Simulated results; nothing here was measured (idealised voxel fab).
process module | voxel capacitor over wiring
cross-section cut | 215 nm wide | cells 5 nm
A cross-section is a grid of square cells, given in bands from the top down. A band is one or more rows of cells.
Each band's line starts with the height of the band's top and of its bottom, in nm. Then come its materials from left to right, each with its width in nm. One material with "throughout" fills the band from edge to edge. "air" is empty space.
Height 0 is the level under which the wafer as received is all one material. The lowest band goes on downwards, as in "0 down".
A width such as "30 to 40" changes by the same amount from each row of cells to the next, from the band's top row to its bottom row.
"no change" after a step means that no cell of the cross-section changed.
closed voids: empty space of 8 cells or more with no open way to the top, each as width x height at its distance from the left edge, in nm
after a step's settings: what the simulator itself notes on the step
overlay nm, on a step with a mask: how far to the right of its planned place the mask lay; to the left if negative
plan
1 op RECEIVE | material Si
2 op CONFORMAL_DEP | material SiO2 | thk nm 15
3 op CONFORMAL_DEP | material SiN | thk nm 5
4 op DIRECTIONAL_DEP | material SiO2 | thk nm 25
5 op PATTERN | tone open | mask id METAL_1 | material resist | width nm 25 | pitch nm 80 | thk nm 15 | overlay nm 0
6 op DIRECTIONAL_ETCH | etch materials SiO2 | depth nm 25
7 op DIRECTIONAL_ETCH | etch materials SiN | depth nm 5
8 op STRIP | etch materials resist
9 op CONFORMAL_DEP | material TiN | thk nm 5
10 op FILL_DEP | material W | thk nm 10
11 op CMP | height nm 45
12 op EPI | material Ru | thk nm 5
13 op FILL_DEP | material SiCN | thk nm 5
14 op DIRECTIONAL_DEP | material lowk | thk nm 15
15 op PATTERN | tone open | mask id PLUG_1 | material resist | width nm 15 | thk nm 15 | overlay nm 0
16 op DIRECTIONAL_ETCH | etch materials lowk | depth nm 15
17 op DIRECTIONAL_ETCH | etch materials SiCN | depth nm 5
18 op STRIP | etch materials resist
19 op EPI | material Ru | thk nm 10
20 op EPI | material Ru | thk nm 10
21 op DIRECTIONAL_DEP | material TiN | thk nm 5
22 op DIRECTIONAL_DEP | material HfO2 | thk nm 5
23 op DIRECTIONAL_DEP | material TiN | thk nm 5
24 op PATTERN | tone cover | mask id UPPER_PLATE | material resist | width nm 60 | thk nm 20 | overlay nm 0
25 op DIRECTIONAL_ETCH | etch materials TiN | depth nm 5
26 op DIRECTIONAL_ETCH | etch materials HfO2 | depth nm 5
27 op STRIP | etch materials resist
28 op PATTERN | tone cover | mask id LOWER_PLATE | material resist | width nm 60 | thk nm 20 | overlay nm 0
29 op DIRECTIONAL_ETCH | etch materials TiN | depth nm 5
30 op STRIP | etch materials resist
31 op FILL_DEP | material SiO2 | thk nm 20
32 op CMP | height nm 100
33 op MASKED_ETCH | tone open | mask id PLUG_2 | width nm 15 | etch materials SiO2 | depth nm 15 | overlay nm 0
34 op CONFORMAL_DEP | material TiN | thk nm 5
35 op FILL_DEP | material Ru | thk nm 10
36 op CMP | height nm 100
37 op CONFORMAL_DEP | material SiCN | thk nm 5
varied across the wafers: width nm of step 28. The plan shows the first wafer's value. All wafers start alike
first wafer as received, after step 1
  0 down: Si throughout
  closed voids: none
first wafer at the end, after step 37
  105 to 100: SiCN throughout
  100 to 90: SiO2 75 | TiN 5 | Ru 5 | TiN 5 | SiO2 125
  90 to 80: SiO2 75 to 65 | TiN 15 to 60 | SiO2 125 to 90
  80 to 75: SiO2 65 | HfO2 60 | SiO2 90
  75 to 70: SiO2 65 | TiN 60 | SiO2 90
  70 to 55: lowk 65 | Ru 15 | lowk 135
  55 to 50: SiCN 65 | Ru 15 | SiCN 135
  50 to 45: SiCN 50 | Ru 35 | SiCN 45 | Ru 35 | SiCN 50
  45 to 20: SiO2 55 | TiN 5 | W 15 | TiN 5 | SiO2 55 | TiN 5 | W 15 | TiN 5 | SiO2 55
  20 to 15: SiN 55 | TiN 25 | SiN 55 | TiN 25 | SiN 55
  15 to 0: SiO2 throughout
  0 down: Si throughout
  closed voids: none
last wafer at the end
  105 to 100: SiCN throughout
  100 to 90: SiO2 75 | TiN 5 | Ru 5 | TiN 5 | SiO2 125
  90 to 80: SiO2 75 to 65 | TiN 15 to 60 | SiO2 125 to 90
  80 to 75: SiO2 65 | HfO2 60 | SiO2 90
  75 to 70: SiO2 55 | TiN 85 | SiO2 75
  70 to 55: lowk 65 | Ru 15 | lowk 135
  55 to 50: SiCN 65 | Ru 15 | SiCN 135
  50 to 45: SiCN 50 | Ru 35 | SiCN 45 | Ru 35 | SiCN 50
  45 to 20: SiO2 55 | TiN 5 | W 15 | TiN 5 | SiO2 55 | TiN 5 | W 15 | TiN 5 | SiO2 55
  20 to 15: SiN 55 | TiN 25 | SiN 55 | TiN 25 | SiN 55
  15 to 0: SiO2 throughout
  0 down: Si throughout
  closed voids: none
each wafer at the end: cells of each material gained (+) or lost (-) since it was received, then its closed voids
width nm 60 | +12 HfO2 | +28 Ru | +112 SiCN | +33 SiN | +507 SiO2 | +61 TiN | +30 W | +120 lowk | closed voids: none
width nm 65 | +12 HfO2 | +28 Ru | +112 SiCN | +33 SiN | +506 SiO2 | +62 TiN | +30 W | +120 lowk | closed voids: none
width nm 70 | +12 HfO2 | +28 Ru | +112 SiCN | +33 SiN | +505 SiO2 | +63 TiN | +30 W | +120 lowk | closed voids: none
width nm 75 | +12 HfO2 | +28 Ru | +112 SiCN | +33 SiN | +504 SiO2 | +64 TiN | +30 W | +120 lowk | closed voids: none
width nm 80 | +12 HfO2 | +28 Ru | +112 SiCN | +33 SiN | +503 SiO2 | +65 TiN | +30 W | +120 lowk | closed voids: none
width nm 85 | +12 HfO2 | +28 Ru | +112 SiCN | +33 SiN | +502 SiO2 | +66 TiN | +30 W | +120 lowk | closed voids: none
